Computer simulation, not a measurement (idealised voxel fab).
process module | voxel self aligned vias
cross-section cut | 230 nm wide | cells 5 nm
A cross-section is a grid of square cells, given in bands from the top down. A band is one or more rows of cells.
Each band's line starts with the height of the band's top and of its bottom, in nm. Then come its materials from left to right, each with its width in nm. One material with "throughout" fills the band from edge to edge. "air" is empty space.
Height 0 is the level under which the wafer as received is all one material. The lowest band goes on downwards, as in "0 down".
A width such as "30 to 40" changes by the same amount from each row of cells to the next, from the band's top row to its bottom row.
"no change" after a step means that no cell of the cross-section changed.
closed voids: empty space of 8 cells or more with no open way to the top, each as width x height at its distance from the left edge, in nm
after a step's settings: what the simulator itself notes on the step
overlay nm, on a step with a mask: how far to the right of its planned place the mask lay; to the left if negative
plan
1 op RECEIVE | material Si
2 op CONFORMAL_DEP | material SiO2 | thk nm 15
3 op CONFORMAL_DEP | material SiCN | thk nm 5
4 op DIRECTIONAL_DEP | material SiO2 | thk nm 30
5 op MASKED_ETCH | tone open | mask id LINES | width nm 30 | pitch nm 65 | etch materials SiO2 | depth nm 30 | overlay nm 0
6 op CONFORMAL_DEP | material TiN | thk nm 5
7 op FILL_DEP | material Ru | thk nm 5
8 op CMP | height nm 50
9 op SELECTIVE_ETCH | etch materials W Ru TiN | depth nm 10
10 op FILL_DEP | material SiN | thk nm 5
11 op CMP | height nm 50
12 op DIRECTIONAL_DEP | material SiO2 | thk nm 20
13 op MASKED_ETCH | tone open | mask id VIAS | width nm 40 | pitch nm 130 | etch materials SiO2 | depth nm 20 | overlay nm 0
14 op MASKED_ETCH | tone open | mask id VIAS | width nm 40 | pitch nm 130 | etch materials SiN | depth nm 10 | overlay nm 0
15 op CONFORMAL_DEP | material TiN | thk nm 5
16 op FILL_DEP | material Ru | thk nm 5
17 op CMP | height nm 70
18 op CONFORMAL_DEP | material SiN | thk nm 5
first wafer, as planned
as received, after step 1
  0 down: Si throughout
  closed voids: none
after step 2
  15 to 0: SiO2 throughout
  below 0: unchanged
after step 3
  20 to 15: SiCN throughout
  below 15: unchanged
after step 4
  50 to 20: SiO2 throughout
  below 20: unchanged
after step 5
  50 to 20: SiO2 35 | air 30 | SiO2 35 | air 30 | SiO2 35 | air 30 | SiO2 35
  below 20: unchanged
after step 6
  55 to 50: TiN 40 | air 20 | TiN 45 | air 20 | TiN 45 | air 20 | TiN 40
  50 to 25: SiO2 35 | TiN 5 | air 20 | TiN 5 | SiO2 35 | TiN 5 | air 20 | TiN 5 | SiO2 35 | TiN 5 | air 20 | TiN 5 | SiO2 35
  25 to 20: SiO2 35 | TiN 30 | SiO2 35 | TiN 30 | SiO2 35 | TiN 30 | SiO2 35
  below 20: unchanged
after step 7
  60 to 55: Ru throughout
  55 to 50: TiN 40 | Ru 20 | TiN 45 | Ru 20 | TiN 45 | Ru 20 | TiN 40
  50 to 25: SiO2 35 | TiN 5 | Ru 20 | TiN 5 | SiO2 35 | TiN 5 | Ru 20 | TiN 5 | SiO2 35 | TiN 5 | Ru 20 | TiN 5 | SiO2 35
  below 25: unchanged
after step 8
  50 to 25: SiO2 35 | TiN 5 | Ru 20 | TiN 5 | SiO2 35 | TiN 5 | Ru 20 | TiN 5 | SiO2 35 | TiN 5 | Ru 20 | TiN 5 | SiO2 35
  below 25: unchanged
after step 9
  50 to 40: SiO2 35 | air 30 | SiO2 35 | air 30 | SiO2 35 | air 30 | SiO2 35
  below 40: unchanged
after step 10
  55 to 50: SiN throughout
  50 to 40: SiO2 35 | SiN 30 | SiO2 35 | SiN 30 | SiO2 35 | SiN 30 | SiO2 35
  below 40: unchanged
after step 11
  50 to 40: SiO2 35 | SiN 30 | SiO2 35 | SiN 30 | SiO2 35 | SiN 30 | SiO2 35
  below 40: unchanged
after step 12
  70 to 50: SiO2 throughout
  below 50: unchanged
after step 13
  70 to 50: SiO2 30 | air 40 | SiO2 90 | air 40 | SiO2 30
  below 50: unchanged
after step 14
  70 to 50: SiO2 30 | air 40 | SiO2 90 | air 40 | SiO2 30
  50 to 40: SiO2 35 | air 30 | SiO2 35 | SiN 30 | SiO2 35 | air 30 | SiO2 35
  below 40: unchanged
after step 15
  75 to 70: TiN 35 | air 30 | TiN 100 | air 30 | TiN 35
  70 to 55: SiO2 30 | TiN 5 | air 30 | TiN 5 | SiO2 90 | TiN 5 | air 30 | TiN 5 | SiO2 30
  55 to 50: SiO2 30 | TiN 10 | air 20 | TiN 10 | SiO2 90 | TiN 10 | air 20 | TiN 10 | SiO2 30
  50 to 45: SiO2 35 | TiN 5 | air 20 | TiN 5 | SiO2 35 | SiN 30 | SiO2 35 | TiN 5 | air 20 | TiN 5 | SiO2 35
  45 to 40: SiO2 35 | TiN 30 | SiO2 35 | SiN 30 | SiO2 35 | TiN 30 | SiO2 35
  below 40: unchanged
after step 16
  80 to 75: Ru throughout
  75 to 70: TiN 35 | Ru 30 | TiN 100 | Ru 30 | TiN 35
  70 to 55: SiO2 30 | TiN 5 | Ru 30 | TiN 5 | SiO2 90 | TiN 5 | Ru 30 | TiN 5 | SiO2 30
  55 to 50: SiO2 30 | TiN 10 | Ru 20 | TiN 10 | SiO2 90 | TiN 10 | Ru 20 | TiN 10 | SiO2 30
  50 to 45: SiO2 35 | TiN 5 | Ru 20 | TiN 5 | SiO2 35 | SiN 30 | SiO2 35 | TiN 5 | Ru 20 | TiN 5 | SiO2 35
  below 45: unchanged
after step 17
  70 to 55: SiO2 30 | TiN 5 | Ru 30 | TiN 5 | SiO2 90 | TiN 5 | Ru 30 | TiN 5 | SiO2 30
  below 55: unchanged
after step 18
  75 to 70: SiN throughout
  below 70: unchanged
second wafer: like start, like plan, one mistake. Through step 1 it matches the first wafer
when step 2 should have ended
  30 to 0: SiO2 throughout
  below 0: unchanged
when step 3 should have ended
  35 to 30: SiCN throughout
  below 30: unchanged
when step 4 should have ended
  65 to 35: SiO2 throughout
  below 35: unchanged
when step 5 should have ended
  65 to 35: SiO2 35 | air 30 | SiO2 35 | air 30 | SiO2 35 | air 30 | SiO2 35
  below 35: unchanged
when step 6 should have ended
  70 to 65: TiN 40 | air 20 | TiN 45 | air 20 | TiN 45 | air 20 | TiN 40
  65 to 40: SiO2 35 | TiN 5 | air 20 | TiN 5 | SiO2 35 | TiN 5 | air 20 | TiN 5 | SiO2 35 | TiN 5 | air 20 | TiN 5 | SiO2 35
  40 to 35: SiO2 35 | TiN 30 | SiO2 35 | TiN 30 | SiO2 35 | TiN 30 | SiO2 35
  below 35: unchanged
when step 7 should have ended
  75 to 70: Ru throughout
  70 to 65: TiN 40 | Ru 20 | TiN 45 | Ru 20 | TiN 45 | Ru 20 | TiN 40
  65 to 40: SiO2 35 | TiN 5 | Ru 20 | TiN 5 | SiO2 35 | TiN 5 | Ru 20 | TiN 5 | SiO2 35 | TiN 5 | Ru 20 | TiN 5 | SiO2 35
  below 40: unchanged
when step 8 should have ended
  50 to 40: SiO2 35 | TiN 5 | Ru 20 | TiN 5 | SiO2 35 | TiN 5 | Ru 20 | TiN 5 | SiO2 35 | TiN 5 | Ru 20 | TiN 5 | SiO2 35
  below 40: unchanged
when step 9 should have ended
  50 to 40: SiO2 35 | air 30 | SiO2 35 | air 30 | SiO2 35 | air 30 | SiO2 35
  below 40: unchanged
when step 10 should have ended
  55 to 50: SiN throughout
  50 to 40: SiO2 35 | SiN 30 | SiO2 35 | SiN 30 | SiO2 35 | SiN 30 | SiO2 35
  below 40: unchanged
when step 11 should have ended
  50 to 40: SiO2 35 | SiN 30 | SiO2 35 | SiN 30 | SiO2 35 | SiN 30 | SiO2 35
  below 40: unchanged
when step 12 should have ended
  70 to 50: SiO2 throughout
  below 50: unchanged
when step 13 should have ended
  70 to 50: SiO2 30 | air 40 | SiO2 90 | air 40 | SiO2 30
  below 50: unchanged
when step 14 should have ended
  70 to 50: SiO2 30 | air 40 | SiO2 90 | air 40 | SiO2 30
  50 to 40: SiO2 35 | air 30 | SiO2 35 | SiN 30 | SiO2 35 | air 30 | SiO2 35
  below 40: unchanged
when step 15 should have ended
  75 to 70: TiN 35 | air 30 | TiN 100 | air 30 | TiN 35
  70 to 55: SiO2 30 | TiN 5 | air 30 | TiN 5 | SiO2 90 | TiN 5 | air 30 | TiN 5 | SiO2 30
  55 to 50: SiO2 30 | TiN 10 | air 20 | TiN 10 | SiO2 90 | TiN 10 | air 20 | TiN 10 | SiO2 30
  50 to 45: SiO2 35 | TiN 5 | air 20 | TiN 5 | SiO2 35 | SiN 30 | SiO2 35 | TiN 5 | air 20 | TiN 5 | SiO2 35
  45 to 40: SiO2 35 | TiN 30 | SiO2 35 | SiN 30 | SiO2 35 | TiN 30 | SiO2 35
  below 40: unchanged
when step 16 should have ended
  80 to 75: Ru throughout
  75 to 70: TiN 35 | Ru 30 | TiN 100 | Ru 30 | TiN 35
  70 to 55: SiO2 30 | TiN 5 | Ru 30 | TiN 5 | SiO2 90 | TiN 5 | Ru 30 | TiN 5 | SiO2 30
  55 to 50: SiO2 30 | TiN 10 | Ru 20 | TiN 10 | SiO2 90 | TiN 10 | Ru 20 | TiN 10 | SiO2 30
  50 to 45: SiO2 35 | TiN 5 | Ru 20 | TiN 5 | SiO2 35 | SiN 30 | SiO2 35 | TiN 5 | Ru 20 | TiN 5 | SiO2 35
  below 45: unchanged
when step 17 should have ended
  70 to 55: SiO2 30 | TiN 5 | Ru 30 | TiN 5 | SiO2 90 | TiN 5 | Ru 30 | TiN 5 | SiO2 30
  below 55: unchanged
when step 18 should have ended
  75 to 70: SiN throughout
  below 70: unchanged
what went wrong: step 2 was run twice
at the end the second wafer has, in cells: 36 fewer of Ru | 54 more of SiO2 | 18 fewer of TiN
